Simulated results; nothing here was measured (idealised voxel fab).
Process module, titled voxel ribs on slabs
We display cut, a cross-section 150 nm in width whose square cells are each 5 nm.
Each cross-section below is a grid of square cells, stated as bands in top-down order, with one or more rows of cells making up each band.
It is stipulated that each band's entry specify, in nanometres, the height of the top of the band and then that of its bottom, followed by the materials of the band in left-to-right sequence, each together with its width in nanometres. A single material marked by the word "edge to edge" is understood to fill the band from edge to edge; the word "empty" is understood to denote empty space.
Where do heights start? At 0: under that level the wafer as delivered is made of one material only. And the lowest band has no floor; it just carries on downward, as in "0..down".
It should be noted that a width expressed as "30 to 40" varies in equal increments from row to row of cells within the band, taking the value of the first number at the top row and that of the second number at the bottom row.
Given "no modification" for a step, no cell of the cross-section differs between before and after that step.
In the "Closed void listing" entry, you get each enclosed empty space of 8 cells or more, one with no open way to the top, written width x height at distance, distance from the left edge, in nm.
Post-settings text on a step line: simulator's own remark regarding the step.
overlay nm: mask offset rightward from planned place, masked step; negative means leftward offset.
[The planned process steps are enumerated hereunder]
1: RECEIVE, material Si
2: DIRECTIONAL_DEP, material SiO2, thk nm 25
3: DIRECTIONAL_DEP, material polySi, thk nm 25
4: DIRECTIONAL_DEP, material aC, thk nm 10
5: PATTERN, tone cover, mask id RIB, material resist, width nm 25, thk nm 25, overlay nm 0
6: DIRECTIONAL_ETCH, etch materials aC, depth nm 10
7: STRIP, etch materials resist
8: DIRECTIONAL_ETCH, etch materials polySi, depth nm 10
9: STRIP, etch materials aC
10: MASKED_ETCH, tone cover, mask id SLAB, width nm 55, etch materials polySi, depth nm 15, overlay nm -15
11: FILL_DEP, material SiO2, thk nm 15
12: CMP, height nm 60
13: DIRECTIONAL_DEP, material W, thk nm 5
14: DIRECTIONAL_DEP, material aC, thk nm 10
15: PATTERN, tone cover, mask id HEATER, material resist, width nm 35, thk nm 30, overlay nm 0
16: DIRECTIONAL_ETCH, etch materials aC, depth nm 10
17: STRIP, etch materials resist
18: DIRECTIONAL_ETCH, etch materials W, depth nm 5
19: STRIP, etch materials aC
20: CONFORMAL_DEP, material SiN, thk nm 5
The overlay nm used in step 10 is not the same on every wafer, whereas the starting condition is; the value printed in the plan is the first wafer's.
[After step 1, as received: first of several wafers, cross-section]
> 0..down = Si edge to edge
> Closed void listing: none
[Below: a row per wafer. Contents at end of module: for every material, cells gained since receipt (+) or lost since receipt (-); then closed voids]
overlay nm -15, +32 SiN, +317 SiO2, +7 W, +43 polySi, Closed void listing: none
overlay nm -10, +32 SiN, +317 SiO2, +7 W, +43 polySi, Closed void listing: none
overlay nm -5, +32 SiN, +317 SiO2, +7 W, +43 polySi, Closed void listing: none
overlay nm 0, +32 SiN, +317 SiO2, +7 W, +43 polySi, Closed void listing: none
overlay nm 5, +32 SiN, +317 SiO2, +7 W, +43 polySi, Closed void listing: none
overlay nm 10, +32 SiN, +317 SiO2, +7 W, +43 polySi, Closed void listing: none
overlay nm 15, +32 SiN, +317 SiO2, +7 W, +43 polySi, Closed void listing: none
